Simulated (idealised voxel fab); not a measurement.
The process module that follows is named voxel transistor to metal.
Xsec cut, 170 nm wide, square cell size 5 nm.
Cross-section format: a grid of square cells, given as bands from top to bottom; each band is one or more rows of cells. Band: top height; bottom height; in nm. Then, left to right: material with width in nm, for each material. "all across": a single material spanning edge to edge. "empty": empty space. Convention: height 0 is the level below which the wafer, as received, is all one material. The lowest band does not terminate at the bottom but continues downward, represented as "0 nm and below". Note: "30 to 40" means the width goes from the first number (top row of the band) to the second number (bottom row) in equal steps per row of cells. What does "remains unaltered" mean for a step? It means no cell of the cross-section changed in that step. You'll see "Tabulated closed voids" listing empty spaces that have no way open to the top, as long as they're 8 cells or more; the notation is width x height at distance, where the distance is from the left edge, and all of it is in nm. Step line, after settings: the simulator's comment on this step. What "overlay nm" on a step's line means: if the step has a mask, that mask lay this far to the right of its planned place, or, when the value is negative, to the left.
### The steps planned for the process are as follows
1) RECEIVE: material Si
2) OXIDIZE: depth nm 5
3) CONFORMAL_DEP: material SiN, thk nm 10
4) DIRECTIONAL_DEP: material aC, thk nm 10
5) PATTERN: tone cover, mask id ACTIVE, material resist, width nm 105, thk nm 25, overlay nm 0
6) DIRECTIONAL_ETCH: etch materials aC, depth nm 10
7) STRIP: etch materials resist
8) DIRECTIONAL_ETCH: etch materials SiN, depth nm 10
9) DIRECTIONAL_ETCH: etch materials SiO2, depth nm 5
10) DIRECTIONAL_ETCH: etch materials Si, depth nm 30
11) STRIP: etch materials aC
12) FILL_DEP: material SiO2, thk nm 10
13) CMP: height nm 10
14) SELECTIVE_ETCH: etch materials SiO2, depth nm 10
15) STRIP: etch materials SiN
16) SELECTIVE_ETCH: etch materials SiO2, depth nm 5
17) OXIDIZE: depth nm 5
18) DIRECTIONAL_DEP: material polySi, thk nm 30
19) DIRECTIONAL_DEP: material SiCN, thk nm 15
20) DIRECTIONAL_DEP: material aC, thk nm 10
21) PATTERN: tone cover, mask id GATE, material resist, width nm 25, thk nm 25, overlay nm 0
22) DIRECTIONAL_ETCH: etch materials aC, depth nm 10
23) STRIP: etch materials resist
24) DIRECTIONAL_ETCH: etch materials SiCN, depth nm 25
25) DIRECTIONAL_ETCH: etch materials polySi, depth nm 40
26) STRIP: etch materials aC
27) CONFORMAL_DEP: material SiN, thk nm 10
28) DIRECTIONAL_ETCH: etch materials SiN, depth nm 10
29) DIRECTIONAL_ETCH: etch materials SiO2, depth nm 5
30) DIRECTIONAL_ETCH: etch materials Si, depth nm 5
31) EPI: material nSi, thk nm 5
32) FILL_DEP: material SiO2, thk nm 5
33) CMP: height nm 25
34) STRIP: etch materials polySi
35) SELECTIVE_ETCH: etch materials SiO2, depth nm 5
36) CONFORMAL_DEP: material HfO2, thk nm 5
37) CONFORMAL_DEP: material TiN, thk nm 5
38) FILL_DEP: material W, thk nm 5
39) CMP: height nm 20
40) DIRECTIONAL_DEP: material SiO2, thk nm 10
41) MASKED_ETCH: tone open, mask id CONTACT, width nm 20, pitch nm 75, etch materials SiO2, depth nm 40, overlay nm 0
42) CONFORMAL_DEP: material TiN, thk nm 5
43) FILL_DEP: material Ru, thk nm 10
44) CMP: height nm 30
45) CONFORMAL_DEP: material SiCN, thk nm 5
46) DIRECTIONAL_DEP: material SiO2, thk nm 25
47) DIRECTIONAL_DEP: material aC, thk nm 10
48) PATTERN: tone open, mask id METAL_1, material resist, width nm 20, pitch nm 75, thk nm 30, overlay nm 0
49) DIRECTIONAL_ETCH: etch materials aC, depth nm 10
50) STRIP: etch materials resist
51) DIRECTIONAL_ETCH: etch materials SiO2, depth nm 25
52) DIRECTIONAL_ETCH: etch materials SiCN, depth nm 5
53) STRIP: etch materials aC
54) CONFORMAL_DEP: material TiN, thk nm 5
55) FILL_DEP: material Cu, thk nm 5
56) CMP: height nm 60
57) CONFORMAL_DEP: material SiN, thk nm 5
### First of the two wafers, run per plan
### The cross-section here shows the wafer as received, i.e. in its state after step 1
0 nm and below  Si all across
Tabulated closed voids: none
### Cross-section of the wafer subsequent to step 2
0 nm to -5 nm  SiO2 all across
Below -5, no change.
### Cross-section of the wafer subsequent to step 3
10 nm to 0 nm  SiN all across
Below 0, no change.
### Cross-section of the wafer subsequent to step 4
20 nm to 10 nm  aC all across
Below 10, no change.
### Cross-section of the wafer subsequent to step 5
45 nm to 20 nm  30 of empty / 105 of resist / 35 of empty
Below 20, no change.
### Cross-section of the wafer subsequent to step 6
35 nm to 20 nm  30 of empty / 105 of resist / 35 of empty
20 nm to 10 nm  30 of empty / 105 of aC / 35 of empty
Below 10, no change.
### Cross-section of the wafer subsequent to step 7
20 nm to 10 nm  30 of empty / 105 of aC / 35 of empty
Below 10, no change.
### Cross-section of the wafer subsequent to step 8
20 nm to 10 nm  30 of empty / 105 of aC / 35 of empty
10 nm to 0 nm  30 of empty / 105 of SiN / 35 of empty
Below 0, no change.
### Cross-section of the wafer subsequent to step 9
20 nm to 10 nm  30 of empty / 105 of aC / 35 of empty
10 nm to 0 nm  30 of empty / 105 of SiN / 35 of empty
0 nm to -5 nm  30 of empty / 105 of SiO2 / 35 of empty
Below -5, no change.
### Cross-section of the wafer subsequent to step 10
20 nm to 10 nm  30 of empty / 105 of aC / 35 of empty
10 nm to 0 nm  30 of empty / 105 of SiN / 35 of empty
0 nm to -5 nm  30 of empty / 105 of SiO2 / 35 of empty
-5 nm to -35 nm  30 of empty / 105 of Si / 35 of empty
Below -35, no change.
### Cross-section of the wafer subsequent to step 11
10 nm to 0 nm  30 of empty / 105 of SiN / 35 of empty
Below 0, no change.
### Cross-section of the wafer subsequent to step 12
20 nm to 10 nm  SiO2 all across
10 nm to 0 nm  30 of SiO2 / 105 of SiN / 35 of SiO2
0 nm to -5 nm  SiO2 all across
-5 nm to -35 nm  30 of SiO2 / 105 of Si / 35 of SiO2
Below -35, no change.
### Cross-section of the wafer subsequent to step 13
10 nm to 0 nm  30 of SiO2 / 105 of SiN / 35 of SiO2
Below 0, no change.
### Cross-section of the wafer subsequent to step 14
10 nm to 0 nm  30 of empty / 105 of SiN / 35 of empty
Below 0, no change.
### Cross-section of the wafer subsequent to step 15
0 nm to -5 nm  SiO2 all across
Below -5, no change.
### Cross-section of the wafer subsequent to step 16
-5 nm to -35 nm  30 of SiO2 / 105 of Si / 35 of SiO2
Below -35, no change.
### Cross-section of the wafer subsequent to step 17
-5 nm to -10 nm  SiO2 all across
Below -10, no change.
### Cross-section of the wafer subsequent to step 18
25 nm to -5 nm  polySi all across
Below -5, no change.
### Cross-section of the wafer subsequent to step 19
40 nm to 25 nm  SiCN all across
Below 25, no change.
### Cross-section of the wafer subsequent to step 20
50 nm to 40 nm  aC all across
Below 40, no change.
### Cross-section of the wafer subsequent to step 21
75 nm to 50 nm  70 of empty / 25 of resist / 75 of empty
Below 50, no change.
### Cross-section of the wafer subsequent to step 22
65 nm to 50 nm  70 of empty / 25 of resist / 75 of empty
50 nm to 40 nm  70 of empty / 25 of aC / 75 of empty
Below 40, no change.
### Cross-section of the wafer subsequent to step 23
50 nm to 40 nm  70 of empty / 25 of aC / 75 of empty
Below 40, no change.
### Cross-section of the wafer subsequent to step 24
50 nm to 40 nm  70 of empty / 25 of aC / 75 of empty
40 nm to 25 nm  70 of empty / 25 of SiCN / 75 of empty
Below 25, no change.
### Cross-section of the wafer subsequent to step 25
50 nm to 40 nm  70 of empty / 25 of aC / 75 of empty
40 nm to 25 nm  70 of empty / 25 of SiCN / 75 of empty
25 nm to -5 nm  70 of empty / 25 of polySi / 75 of empty
Below -5, no change.
### Cross-section of the wafer subsequent to step 26
40 nm to 25 nm  70 of empty / 25 of SiCN / 75 of empty
Below 25, no change.
### Cross-section of the wafer subsequent to step 27
50 nm to 40 nm  60 of empty / 45 of SiN / 65 of empty
40 nm to 25 nm  60 of empty / 10 of SiN / 25 of SiCN / 10 of SiN / 65 of empty
25 nm to 5 nm  60 of empty / 10 of SiN / 25 of polySi / 10 of SiN / 65 of empty
5 nm to -5 nm  70 of SiN / 25 of polySi / 75 of SiN
Below -5, no change.
### Cross-section of the wafer subsequent to step 28
40 nm to 25 nm  60 of empty / 10 of SiN / 25 of SiCN / 10 of SiN / 65 of empty
25 nm to -5 nm  60 of empty / 10 of SiN / 25 of polySi / 10 of SiN / 65 of empty
Below -5, no change.
### Cross-section of the wafer subsequent to step 29
40 nm to 25 nm  60 of empty / 10 of SiN / 25 of SiCN / 10 of SiN / 65 of empty
25 nm to -5 nm  60 of empty / 10 of SiN / 25 of polySi / 10 of SiN / 65 of empty
-5 nm to -10 nm  60 of empty / 45 of SiO2 / 65 of empty
Below -10, no change.
### Cross-section of the wafer subsequent to step 30
40 nm to 25 nm  60 of empty / 10 of SiN / 25 of SiCN / 10 of SiN / 65 of empty
25 nm to -5 nm  60 of empty / 10 of SiN / 25 of polySi / 10 of SiN / 65 of empty
-5 nm to -10 nm  60 of empty / 45 of SiO2 / 65 of empty
-10 nm to -15 nm  30 of SiO2 / 30 of empty / 45 of Si / 30 of empty / 35 of SiO2
Below -15, no change.
### Cross-section of the wafer subsequent to step 31
40 nm to 25 nm  60 of empty / 10 of SiN / 25 of SiCN / 10 of SiN / 65 of empty
25 nm to -5 nm  60 of empty / 10 of SiN / 25 of polySi / 10 of SiN / 65 of empty
-5 nm to -10 nm  55 of empty / 5 of nSi / 45 of SiO2 / 5 of nSi / 60 of empty
-10 nm to -15 nm  30 of SiO2 / 30 of nSi / 45 of Si / 30 of nSi / 35 of SiO2
Below -15, no change.
### Cross-section of the wafer subsequent to step 32
45 nm to 40 nm  SiO2 all across
40 nm to 25 nm  60 of SiO2 / 10 of SiN / 25 of SiCN / 10 of SiN / 65 of SiO2
25 nm to -5 nm  60 of SiO2 / 10 of SiN / 25 of polySi / 10 of SiN / 65 of SiO2
-5 nm to -10 nm  55 of SiO2 / 5 of nSi / 45 of SiO2 / 5 of nSi / 60 of SiO2
Below -10, no change.
### Cross-section of the wafer subsequent to step 33
25 nm to -5 nm  60 of SiO2 / 10 of SiN / 25 of polySi / 10 of SiN / 65 of SiO2
Below -5, no change.
### Cross-section of the wafer subsequent to step 34
25 nm to -5 nm  60 of SiO2 / 10 of SiN / 25 of empty / 10 of SiN / 65 of SiO2
Below -5, no change.
### Cross-section of the wafer subsequent to step 35
25 nm to 20 nm  60 of empty / 10 of SiN / 25 of empty / 10 of SiN / 65 of empty
20 nm to -5 nm  60 of SiO2 / 10 of SiN / 25 of empty / 10 of SiN / 65 of SiO2
-5 nm to -10 nm  55 of SiO2 / 5 of nSi / 5 of SiO2 / 35 of empty / 5 of SiO2 / 5 of nSi / 60 of SiO2
Below -10, no change.
### Cross-section of the wafer subsequent to step 36
30 nm to 25 nm  55 of empty / 20 of HfO2 / 15 of empty / 20 of HfO2 / 60 of empty
25 nm to 20 nm  60 of HfO2 / 10 of SiN / 5 of HfO2 / 15 of empty / 5 of HfO2 / 10 of SiN / 65 of HfO2
20 nm to -5 nm  60 of SiO2 / 10 of SiN / 5 of HfO2 / 15 of empty / 5 of HfO2 / 10 of SiN / 65 of SiO2
-5 nm to -10 nm  55 of SiO2 / 5 of nSi / 5 of SiO2 / 35 of HfO2 / 5 of SiO2 / 5 of nSi / 60 of SiO2
Below -10, no change.
### Cross-section of the wafer subsequent to step 37
35 nm to 30 nm  50 of empty / 30 of TiN / 5 of empty / 30 of TiN / 55 of empty
30 nm to 25 nm  55 of TiN / 20 of HfO2 / 5 of TiN / 5 of empty / 5 of TiN / 20 of HfO2 / 60 of TiN
25 nm to 20 nm  60 of HfO2 / 10 of SiN / 5 of HfO2 / 5 of TiN / 5 of empty / 5 of TiN / 5 of HfO2 / 10 of SiN / 65 of HfO2
20 nm to 0 nm  60 of SiO2 / 10 of SiN / 5 of HfO2 / 5 of TiN / 5 of empty / 5 of TiN / 5 of HfO2 / 10 of SiN / 65 of SiO2
0 nm to -5 nm  60 of SiO2 / 10 of SiN / 5 of HfO2 / 15 of TiN / 5 of HfO2 / 10 of SiN / 65 of SiO2
Below -5, no change.
### Cross-section of the wafer subsequent to step 38
40 nm to 35 nm  W all across
35 nm to 30 nm  50 of W / 30 of TiN / 5 of W / 30 of TiN / 55 of W
30 nm to 25 nm  55 of TiN / 20 of HfO2 / 5 of TiN / 5 of W / 5 of TiN / 20 of HfO2 / 60 of TiN
25 nm to 20 nm  60 of HfO2 / 10 of SiN / 5 of HfO2 / 5 of TiN / 5 of W / 5 of TiN / 5 of HfO2 / 10 of SiN / 65 of HfO2
20 nm to 0 nm  60 of SiO2 / 10 of SiN / 5 of HfO2 / 5 of TiN / 5 of W / 5 of TiN / 5 of HfO2 / 10 of SiN / 65 of SiO2
Below 0, no change.
### Cross-section of the wafer subsequent to step 39
20 nm to 0 nm  60 of SiO2 / 10 of SiN / 5 of HfO2 / 5 of TiN / 5 of W / 5 of TiN / 5 of HfO2 / 10 of SiN / 65 of SiO2
Below 0, no change.
### Cross-section of the wafer subsequent to step 40
30 nm to 20 nm  SiO2 all across
Below 20, no change.
### Cross-section of the wafer subsequent to step 41
30 nm to 20 nm  35 of SiO2 / 20 of empty / 55 of SiO2 / 20 of empty / 40 of SiO2
20 nm to 0 nm  35 of SiO2 / 20 of empty / 5 of SiO2 / 10 of SiN / 5 of HfO2 / 5 of TiN / 5 of W / 5 of TiN / 5 of HfO2 / 10 of SiN / 5 of SiO2 / 20 of empty / 40 of SiO2
0 nm to -5 nm  35 of SiO2 / 20 of empty / 5 of SiO2 / 10 of SiN / 5 of HfO2 / 15 of TiN / 5 of HfO2 / 10 of SiN / 5 of SiO2 / 20 of empty / 40 of SiO2
-5 nm to -10 nm  35 of SiO2 / 20 of empty / 5 of nSi / 5 of SiO2 / 35 of HfO2 / 5 of SiO2 / 5 of nSi / 20 of empty / 40 of SiO2
Below -10, no change.
### Cross-section of the wafer subsequent to step 42
35 nm to 30 nm  40 of TiN / 10 of empty / 65 of TiN / 10 of empty / 45 of TiN
30 nm to 20 nm  35 of SiO2 / 5 of TiN / 10 of empty / 5 of TiN / 55 of SiO2 / 5 of TiN / 10 of empty / 5 of TiN / 40 of SiO2
20 nm to 0 nm  35 of SiO2 / 5 of TiN / 10 of empty / 5 of TiN / 5 of SiO2 / 10 of SiN / 5 of HfO2 / 5 of TiN / 5 of W / 5 of TiN / 5 of HfO2 / 10 of SiN / 5 of SiO2 / 5 of TiN / 10 of empty / 5 of TiN / 40 of SiO2
0 nm to -5 nm  35 of SiO2 / 5 of TiN / 10 of empty / 5 of TiN / 5 of SiO2 / 10 of SiN / 5 of HfO2 / 15 of TiN / 5 of HfO2 / 10 of SiN / 5 of SiO2 / 5 of TiN / 10 of empty / 5 of TiN / 40 of SiO2
-5 nm to -10 nm  35 of SiO2 / 20 of TiN / 5 of nSi / 5 of SiO2 / 35 of HfO2 / 5 of SiO2 / 5 of nSi / 20 of TiN / 40 of SiO2
Below -10, no change.
### Cross-section of the wafer subsequent to step 43
45 nm to 35 nm  Ru all across
35 nm to 30 nm  40 of TiN / 10 of Ru / 65 of TiN / 10 of Ru / 45 of TiN
30 nm to 20 nm  35 of SiO2 / 5 of TiN / 10 of Ru / 5 of TiN / 55 of SiO2 / 5 of TiN / 10 of Ru / 5 of TiN / 40 of SiO2
20 nm to 0 nm  35 of SiO2 / 5 of TiN / 10 of Ru / 5 of TiN / 5 of SiO2 / 10 of SiN / 5 of HfO2 / 5 of TiN / 5 of W / 5 of TiN / 5 of HfO2 / 10 of SiN / 5 of SiO2 / 5 of TiN / 10 of Ru / 5 of TiN / 40 of SiO2
0 nm to -5 nm  35 of SiO2 / 5 of TiN / 10 of Ru / 5 of TiN / 5 of SiO2 / 10 of SiN / 5 of HfO2 / 15 of TiN / 5 of HfO2 / 10 of SiN / 5 of SiO2 / 5 of TiN / 10 of Ru / 5 of TiN / 40 of SiO2
Below -5, no change.
### Cross-section of the wafer subsequent to step 44
30 nm to 20 nm  35 of SiO2 / 5 of TiN / 10 of Ru / 5 of TiN / 55 of SiO2 / 5 of TiN / 10 of Ru / 5 of TiN / 40 of SiO2
Below 20, no change.
### Cross-section of the wafer subsequent to step 45
35 nm to 30 nm  SiCN all across
Below 30, no change.
### Cross-section of the wafer subsequent to step 46
60 nm to 35 nm  SiO2 all across
Below 35, no change.
### Cross-section of the wafer subsequent to step 47
70 nm to 60 nm  aC all across
Below 60, no change.
### Cross-section of the wafer subsequent to step 48
100 nm to 70 nm  35 of resist / 20 of empty / 55 of resist / 20 of empty / 40 of resist
Below 70, no change.
### Cross-section of the wafer subsequent to step 49
90 nm to 70 nm  35 of resist / 20 of empty / 55 of resist / 20 of empty / 40 of resist
70 nm to 60 nm  35 of aC / 20 of empty / 55 of aC / 20 of empty / 40 of aC
Below 60, no change.
### Cross-section of the wafer subsequent to step 50
70 nm to 60 nm  35 of aC / 20 of empty / 55 of aC / 20 of empty / 40 of aC
Below 60, no change.
### Cross-section of the wafer subsequent to step 51
70 nm to 60 nm  35 of aC / 20 of empty / 55 of aC / 20 of empty / 40 of aC
60 nm to 35 nm  35 of SiO2 / 20 of empty / 55 of SiO2 / 20 of empty / 40 of SiO2
Below 35, no change.
### Cross-section of the wafer subsequent to step 52
70 nm to 60 nm  35 of aC / 20 of empty / 55 of aC / 20 of empty / 40 of aC
60 nm to 35 nm  35 of SiO2 / 20 of empty / 55 of SiO2 / 20 of empty / 40 of SiO2
35 nm to 30 nm  35 of SiCN / 20 of empty / 55 of SiCN / 20 of empty / 40 of SiCN
Below 30, no change.
### Cross-section of the wafer subsequent to step 53
60 nm to 35 nm  35 of SiO2 / 20 of empty / 55 of SiO2 / 20 of empty / 40 of SiO2
Below 35, no change.
### Cross-section of the wafer subsequent to step 54
65 nm to 60 nm  40 of TiN / 10 of empty / 65 of TiN / 10 of empty / 45 of TiN
60 nm to 35 nm  35 of SiO2 / 5 of TiN / 10 of empty / 5 of TiN / 55 of SiO2 / 5 of TiN / 10 of empty / 5 of TiN / 40 of SiO2
35 nm to 30 nm  35 of SiCN / 20 of TiN / 55 of SiCN / 20 of TiN / 40 of SiCN
Below 30, no change.
### Cross-section of the wafer subsequent to step 55
70 nm to 65 nm  Cu all across
65 nm to 60 nm  40 of TiN / 10 of Cu / 65 of TiN / 10 of Cu / 45 of TiN
60 nm to 35 nm  35 of SiO2 / 5 of TiN / 10 of Cu / 5 of TiN / 55 of SiO2 / 5 of TiN / 10 of Cu / 5 of TiN / 40 of SiO2
Below 35, no change.
### Cross-section of the wafer subsequent to step 56
60 nm to 35 nm  35 of SiO2 / 5 of TiN / 10 of Cu / 5 of TiN / 55 of SiO2 / 5 of TiN / 10 of Cu / 5 of TiN / 40 of SiO2
Below 35, no change.
### Cross-section of the wafer subsequent to step 57
65 nm to 60 nm  SiN all across
Below 60, no change.
### The Second Wafer: Common Origin and Plan, One Mistake in Execution, Identical to the First Through Step 20
### Second wafer shown in cross-section at the time step 21 was slated to end
75 nm to 50 nm  75 of empty / 20 of resist / 75 of empty
Below 50, no change.
### Second wafer shown in cross-section at the time step 22 was slated to end
65 nm to 50 nm  75 of empty / 20 of resist / 75 of empty
50 nm to 40 nm  75 of empty / 20 of aC / 75 of empty
Below 40, no change.
### Second wafer shown in cross-section at the time step 23 was slated to end
50 nm to 40 nm  75 of empty / 20 of aC / 75 of empty
Below 40, no change.
### Second wafer shown in cross-section at the time step 24 was slated to end
50 nm to 40 nm  75 of empty / 20 of aC / 75 of empty
40 nm to 25 nm  75 of empty / 20 of SiCN / 75 of empty
Below 25, no change.
### Second wafer shown in cross-section at the time step 25 was slated to end
50 nm to 40 nm  75 of empty / 20 of aC / 75 of empty
40 nm to 25 nm  75 of empty / 20 of SiCN / 75 of empty
25 nm to -5 nm  75 of empty / 20 of polySi / 75 of empty
Below -5, no change.
### Second wafer shown in cross-section at the time step 26 was slated to end
40 nm to 25 nm  75 of empty / 20 of SiCN / 75 of empty
Below 25, no change.
### Second wafer shown in cross-section at the time step 27 was slated to end
50 nm to 40 nm  65 of empty / 40 of SiN / 65 of empty
40 nm to 25 nm  65 of empty / 10 of SiN / 20 of SiCN / 10 of SiN / 65 of empty
25 nm to 5 nm  65 of empty / 10 of SiN / 20 of polySi / 10 of SiN / 65 of empty
5 nm to -5 nm  75 of SiN / 20 of polySi / 75 of SiN
Below -5, no change.
### Second wafer shown in cross-section at the time step 28 was slated to end
40 nm to 25 nm  65 of empty / 10 of SiN / 20 of SiCN / 10 of SiN / 65 of empty
25 nm to -5 nm  65 of empty / 10 of SiN / 20 of polySi / 10 of SiN / 65 of empty
Below -5, no change.
### Second wafer shown in cross-section at the time step 29 was slated to end
40 nm to 25 nm  65 of empty / 10 of SiN / 20 of SiCN / 10 of SiN / 65 of empty
25 nm to -5 nm  65 of empty / 10 of SiN / 20 of polySi / 10 of SiN / 65 of empty
-5 nm to -10 nm  65 of empty / 40 of SiO2 / 65 of empty
Below -10, no change.
### Second wafer shown in cross-section at the time step 30 was slated to end
40 nm to 25 nm  65 of empty / 10 of SiN / 20 of SiCN / 10 of SiN / 65 of empty
25 nm to -5 nm  65 of empty / 10 of SiN / 20 of polySi / 10 of SiN / 65 of empty
-5 nm to -10 nm  65 of empty / 40 of SiO2 / 65 of empty
-10 nm to -15 nm  30 of SiO2 / 35 of empty / 40 of Si / 30 of empty / 35 of SiO2
Below -15, no change.
### Second wafer shown in cross-section at the time step 31 was slated to end
40 nm to 25 nm  65 of empty / 10 of SiN / 20 of SiCN / 10 of SiN / 65 of empty
25 nm to -5 nm  65 of empty / 10 of SiN / 20 of polySi / 10 of SiN / 65 of empty
-5 nm to -10 nm  60 of empty / 5 of nSi / 40 of SiO2 / 5 of nSi / 60 of empty
-10 nm to -15 nm  30 of SiO2 / 35 of nSi / 40 of Si / 30 of nSi / 35 of SiO2
Below -15, no change.
### Second wafer shown in cross-section at the time step 32 was slated to end
45 nm to 40 nm  SiO2 all across
40 nm to 25 nm  65 of SiO2 / 10 of SiN / 20 of SiCN / 10 of SiN / 65 of SiO2
25 nm to -5 nm  65 of SiO2 / 10 of SiN / 20 of polySi / 10 of SiN / 65 of SiO2
-5 nm to -10 nm  60 of SiO2 / 5 of nSi / 40 of SiO2 / 5 of nSi / 60 of SiO2
Below -10, no change.
### Second wafer shown in cross-section at the time step 33 was slated to end
25 nm to -5 nm  65 of SiO2 / 10 of SiN / 20 of polySi / 10 of SiN / 65 of SiO2
Below -5, no change.
### Second wafer shown in cross-section at the time step 34 was slated to end
25 nm to -5 nm  65 of SiO2 / 10 of SiN / 20 of empty / 10 of SiN / 65 of SiO2
Below -5, no change.
### Second wafer shown in cross-section at the time step 35 was slated to end
25 nm to 20 nm  65 of empty / 10 of SiN / 20 of empty / 10 of SiN / 65 of empty
20 nm to -5 nm  65 of SiO2 / 10 of SiN / 20 of empty / 10 of SiN / 65 of SiO2
-5 nm to -10 nm  60 of SiO2 / 5 of nSi / 5 of SiO2 / 30 of empty / 5 of SiO2 / 5 of nSi / 60 of SiO2
Below -10, no change.
### Second wafer shown in cross-section at the time step 36 was slated to end
30 nm to 25 nm  60 of empty / 20 of HfO2 / 10 of empty / 20 of HfO2 / 60 of empty
25 nm to 20 nm  65 of HfO2 / 10 of SiN / 5 of HfO2 / 10 of empty / 5 of HfO2 / 10 of SiN / 65 of HfO2
20 nm to -5 nm  65 of SiO2 / 10 of SiN / 5 of HfO2 / 10 of empty / 5 of HfO2 / 10 of SiN / 65 of SiO2
-5 nm to -10 nm  60 of SiO2 / 5 of nSi / 5 of SiO2 / 30 of HfO2 / 5 of SiO2 / 5 of nSi / 60 of SiO2
Below -10, no change.
### Second wafer shown in cross-section at the time step 37 was slated to end
35 nm to 30 nm  55 of empty / 60 of TiN / 55 of empty
30 nm to 25 nm  60 of TiN / 20 of HfO2 / 10 of TiN / 20 of HfO2 / 60 of TiN
25 nm to 20 nm  65 of HfO2 / 10 of SiN / 5 of HfO2 / 10 of TiN / 5 of HfO2 / 10 of SiN / 65 of HfO2
20 nm to -5 nm  65 of SiO2 / 10 of SiN / 5 of HfO2 / 10 of TiN / 5 of HfO2 / 10 of SiN / 65 of SiO2
Below -5, no change.
### Second wafer shown in cross-section at the time step 38 was slated to end
40 nm to 35 nm  W all across
35 nm to 30 nm  55 of W / 60 of TiN / 55 of W
Below 30, no change.
### Second wafer shown in cross-section at the time step 39 was slated to end
20 nm to -5 nm  65 of SiO2 / 10 of SiN / 5 of HfO2 / 10 of TiN / 5 of HfO2 / 10 of SiN / 65 of SiO2
Below -5, no change.
### Second wafer shown in cross-section at the time step 40 was slated to end
30 nm to 20 nm  SiO2 all across
Below 20, no change.
### Second wafer shown in cross-section at the time step 41 was slated to end
30 nm to 20 nm  35 of SiO2 / 20 of empty / 55 of SiO2 / 20 of empty / 40 of SiO2
20 nm to -5 nm  35 of SiO2 / 20 of empty / 10 of SiO2 / 10 of SiN / 5 of HfO2 / 10 of TiN / 5 of HfO2 / 10 of SiN / 5 of SiO2 / 20 of empty / 40 of SiO2
-5 nm to -10 nm  35 of SiO2 / 20 of empty / 5 of SiO2 / 5 of nSi / 5 of SiO2 / 30 of HfO2 / 5 of SiO2 / 5 of nSi / 20 of empty / 40 of SiO2
Below -10, no change.
### Second wafer shown in cross-section at the time step 42 was slated to end
35 nm to 30 nm  40 of TiN / 10 of empty / 65 of TiN / 10 of empty / 45 of TiN
30 nm to 20 nm  35 of SiO2 / 5 of TiN / 10 of empty / 5 of TiN / 55 of SiO2 / 5 of TiN / 10 of empty / 5 of TiN / 40 of SiO2
20 nm to -5 nm  35 of SiO2 / 5 of TiN / 10 of empty / 5 of TiN / 10 of SiO2 / 10 of SiN / 5 of HfO2 / 10 of TiN / 5 of HfO2 / 10 of SiN / 5 of SiO2 / 5 of TiN / 10 of empty / 5 of TiN / 40 of SiO2
-5 nm to -10 nm  35 of SiO2 / 20 of TiN / 5 of SiO2 / 5 of nSi / 5 of SiO2 / 30 of HfO2 / 5 of SiO2 / 5 of nSi / 20 of TiN / 40 of SiO2
Below -10, no change.
### Second wafer shown in cross-section at the time step 43 was slated to end
45 nm to 35 nm  Ru all across
35 nm to 30 nm  40 of TiN / 10 of Ru / 65 of TiN / 10 of Ru / 45 of TiN
30 nm to 20 nm  35 of SiO2 / 5 of TiN / 10 of Ru / 5 of TiN / 55 of SiO2 / 5 of TiN / 10 of Ru / 5 of TiN / 40 of SiO2
20 nm to -5 nm  35 of SiO2 / 5 of TiN / 10 of Ru / 5 of TiN / 10 of SiO2 / 10 of SiN / 5 of HfO2 / 10 of TiN / 5 of HfO2 / 10 of SiN / 5 of SiO2 / 5 of TiN / 10 of Ru / 5 of TiN / 40 of SiO2
Below -5, no change.
### Second wafer shown in cross-section at the time step 44 was slated to end
30 nm to 20 nm  35 of SiO2 / 5 of TiN / 10 of Ru / 5 of TiN / 55 of SiO2 / 5 of TiN / 10 of Ru / 5 of TiN / 40 of SiO2
Below 20, no change.
### Second wafer shown in cross-section at the time step 45 was slated to end
35 nm to 30 nm  SiCN all across
Below 30, no change.
### Second wafer shown in cross-section at the time step 46 was slated to end
60 nm to 35 nm  SiO2 all across
Below 35, no change.
### Second wafer shown in cross-section at the time step 47 was slated to end
70 nm to 60 nm  aC all across
Below 60, no change.
### Second wafer shown in cross-section at the time step 48 was slated to end
100 nm to 70 nm  35 of resist / 20 of empty / 55 of resist / 20 of empty / 40 of resist
Below 70, no change.
### Second wafer shown in cross-section at the time step 49 was slated to end
90 nm to 70 nm  35 of resist / 20 of empty / 55 of resist / 20 of empty / 40 of resist
70 nm to 60 nm  35 of aC / 20 of empty / 55 of aC / 20 of empty / 40 of aC
Below 60, no change.
### Second wafer shown in cross-section at the time step 50 was slated to end
70 nm to 60 nm  35 of aC / 20 of empty / 55 of aC / 20 of empty / 40 of aC
Below 60, no change.
### Second wafer shown in cross-section at the time step 51 was slated to end
70 nm to 60 nm  35 of aC / 20 of empty / 55 of aC / 20 of empty / 40 of aC
60 nm to 35 nm  35 of SiO2 / 20 of empty / 55 of SiO2 / 20 of empty / 40 of SiO2
Below 35, no change.
### Second wafer shown in cross-section at the time step 52 was slated to end
70 nm to 60 nm  35 of aC / 20 of empty / 55 of aC / 20 of empty / 40 of aC
60 nm to 35 nm  35 of SiO2 / 20 of empty / 55 of SiO2 / 20 of empty / 40 of SiO2
35 nm to 30 nm  35 of SiCN / 20 of empty / 55 of SiCN / 20 of empty / 40 of SiCN
Below 30, no change.
### Second wafer shown in cross-section at the time step 53 was slated to end
60 nm to 35 nm  35 of SiO2 / 20 of empty / 55 of SiO2 / 20 of empty / 40 of SiO2
Below 35, no change.
### Second wafer shown in cross-section at the time step 54 was slated to end
65 nm to 60 nm  40 of TiN / 10 of empty / 65 of TiN / 10 of empty / 45 of TiN
60 nm to 35 nm  35 of SiO2 / 5 of TiN / 10 of empty / 5 of TiN / 55 of SiO2 / 5 of TiN / 10 of empty / 5 of TiN / 40 of SiO2
35 nm to 30 nm  35 of SiCN / 20 of TiN / 55 of SiCN / 20 of TiN / 40 of SiCN
Below 30, no change.
### Second wafer shown in cross-section at the time step 55 was slated to end
70 nm to 65 nm  Cu all across
65 nm to 60 nm  40 of TiN / 10 of Cu / 65 of TiN / 10 of Cu / 45 of TiN
60 nm to 35 nm  35 of SiO2 / 5 of TiN / 10 of Cu / 5 of TiN / 55 of SiO2 / 5 of TiN / 10 of Cu / 5 of TiN / 40 of SiO2
Below 35, no change.
### Second wafer shown in cross-section at the time step 56 was slated to end
60 nm to 35 nm  35 of SiO2 / 5 of TiN / 10 of Cu / 5 of TiN / 55 of SiO2 / 5 of TiN / 10 of Cu / 5 of TiN / 40 of SiO2
Below 35, no change.
### Second wafer shown in cross-section at the time step 57 was slated to end
65 nm to 60 nm  SiN all across
Below 60, no change.
Diagnosis: step 21 changed vs plan, executed as PATTERN: tone cover, mask id GATE, material resist, width nm 20, thk nm 25, overlay nm 0
Final wafer comparison in cells, second versus first, more or fewer per material: HfO2 -1 | Si -1 | SiO2 +6 | TiN -1 | W -4 | nSi +1
